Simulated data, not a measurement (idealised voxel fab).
The following process module bears the name voxel released beams.
The cross-section on display is named cut; it measures 255 nm wide, and its cells are 5 nm squares.
The cross-sections in this document take the form of a grid made of square cells. They are written out as bands, in order from top to bottom. Each band consists of one or more rows of cells. Band: top and bottom heights (nm) first, top before bottom; then materials from left to right, widths in nm. "throughout" marks a sole material filling the band edge to edge. "empty" denotes empty space. Ref level 0: as-received wafer is one material below here. Bottom band extends down with no lower bound ("from 0 down"). Note: "30..40" means the width goes from the first number (top row of the band) to the second number (bottom row) in equal steps per row of cells. Given "no change" for a step, no cell of the cross-section differs between before and after that step. Entry "Entrapped voids". Content: empty spaces with no open connection to the top, size 8 cells or greater. Each: width x height at distance. Distance: from left edge. Unit: nm. The remark found on a step's line after its settings is issued by the simulator itself and pertains to that step. overlay nm: right-of-plan distance of the mask on a masked step; negative values mean left-of-plan.

The planned process steps are enumerated hereunder:
step 1: op RECEIVE | material Si
step 2: op CONFORMAL_DEP | material Al2O3 | thk nm 10
step 3: op DIRECTIONAL_DEP | material SiO2 | thk nm 15
step 4: op DIRECTIONAL_DEP | material aC | thk nm 15
step 5: op PATTERN | tone open | mask id ANCHOR | material resist | width nm 45 | thk nm 30 | overlay nm 0
step 6: op DIRECTIONAL_ETCH | etch materials aC | depth nm 15
step 7: op STRIP | etch materials resist
step 8: op DIRECTIONAL_ETCH | etch materials SiO2 | depth nm 15
step 9: op STRIP | etch materials aC
step 10: op CONFORMAL_DEP | material polySi | thk nm 15
step 11: op PATTERN | tone cover | mask id BEAM | material resist | width nm 110 | thk nm 20 | overlay nm 0
step 12: op DIRECTIONAL_ETCH | etch materials polySi | depth nm 15
step 13: op STRIP | etch materials resist
step 14: op STRIP | etch materials SiO2

As received (post step 1): cross-section:
> from 0 down | Si throughout
> Entrapped voids: none

Wafer cross-section at module end: first of two, run to plan:
> from 40 to 25 | empty: 70, polySi: 20, empty: 15, polySi: 75, empty: 75
> from 25 to 10 | empty: 75, polySi: 45, empty: 135
> from 10 to 0 | Al2O3 throughout
> from 0 down | Si throughout
> Entrapped voids: none

This cross-section belongs to the second wafer of two at the end of the module; the start and the plan were shared with the first, and the run included one mistake:
> from 55 to 40 | empty: 70, polySi: 110, empty: 75
> from 40 to 25 | polySi throughout
> from 25 to 10 | SiO2: 75, polySi: 45, SiO2: 135
> from 10 to 0 | Al2O3 throughout
> from 0 down | Si throughout
> Entrapped voids: none
So what did we get wrong on this run? plan step 10 was conducted twice
At the finish, the second wafer shows more or fewer cells for some materials than the first does: SiO2 +126; polySi +162
